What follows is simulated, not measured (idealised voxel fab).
process module | voxel self aligned vias
cross-section cut | 270 nm wide | cells 5 nm
A cross-section is a grid of square cells, given in bands from the top down. A band is one or more rows of cells.
Each band's line starts with the height of the band's top and of its bottom, in nm. Then come its materials from left to right, each with its width in nm. One material with "throughout" fills the band from edge to edge. "air" is empty space.
Height 0 is the level under which the wafer as received is all one material. The lowest band goes on downwards, as in "0 down".
A width such as "30 to 40" changes by the same amount from each row of cells to the next, from the band's top row to its bottom row.
"no change" after a step means that no cell of the cross-section changed.
closed voids: empty space of 8 cells or more with no open way to the top, each as width x height at its distance from the left edge, in nm
after a step's settings: what the simulator itself notes on the step
overlay nm, on a step with a mask: how far to the right of its planned place the mask lay; to the left if negative
plan
1 op RECEIVE | material Si
2 op CONFORMAL_DEP | material SiO2 | thk nm 10
3 op CONFORMAL_DEP | material SiCN | thk nm 5
4 op DIRECTIONAL_DEP | material SiO2 | thk nm 30
5 op PATTERN | tone open | mask id LINES | material resist | width nm 20 | pitch nm 55 | thk nm 15 | overlay nm 0
6 op DIRECTIONAL_ETCH | etch materials SiO2 | depth nm 30
7 op STRIP | etch materials resist
8 op CONFORMAL_DEP | material TiN | thk nm 5
9 op FILL_DEP | material W | thk nm 10
10 op CMP | height nm 45
11 op SELECTIVE_ETCH | etch materials W Ru TiN | depth nm 5
12 op FILL_DEP | material SiN | thk nm 5
13 op CMP | height nm 45
14 op DIRECTIONAL_DEP | material SiO2 | thk nm 15
15 op DIRECTIONAL_DEP | material aC | thk nm 10
16 op PATTERN | tone open | mask id VIAS | material resist | width nm 40 | pitch nm 110 | thk nm 25 | overlay nm 0
17 op DIRECTIONAL_ETCH | etch materials aC | depth nm 10
18 op STRIP | etch materials resist
19 op DIRECTIONAL_ETCH | etch materials SiO2 | depth nm 15
20 op DIRECTIONAL_ETCH | etch materials SiN | depth nm 5
21 op STRIP | etch materials aC
22 op CONFORMAL_DEP | material TiN | thk nm 5
23 op FILL_DEP | material Cu | thk nm 5
24 op CMP | height nm 60
25 op CONFORMAL_DEP | material SiN | thk nm 5
as received, after step 1
  0 down: Si throughout
  closed voids: none
a wafer at the end: this start, this plan, one mistake
  65 to 60: SiN throughout
  60 to 45: SiO2 60 | TiN 5 | Cu 30 | TiN 5 | SiO2 70 | TiN 5 | Cu 30 | TiN 5 | SiO2 60
  45 to 40: SiO2 60 | TiN 40 | SiO2 25 | SiN 20 | SiO2 25 | TiN 40 | SiO2 60
  40 to 30: SiO2 60 | TiN 15 | W 10 | TiN 15 | SiO2 25 | TiN 5 | W 10 | TiN 5 | SiO2 25 | TiN 15 | W 10 | TiN 15 | SiO2 60
  30 to 20: SiO2 70 | TiN 5 | W 10 | TiN 5 | SiO2 35 | TiN 5 | W 10 | TiN 5 | SiO2 35 | TiN 5 | W 10 | TiN 5 | SiO2 70
  20 to 15: SiO2 70 | TiN 20 | SiO2 35 | TiN 20 | SiO2 35 | TiN 20 | SiO2 70
  15 to 10: SiCN throughout
  10 to 0: SiO2 throughout
  0 down: Si throughout
  closed voids: none
what went wrong: step 19 was run twice
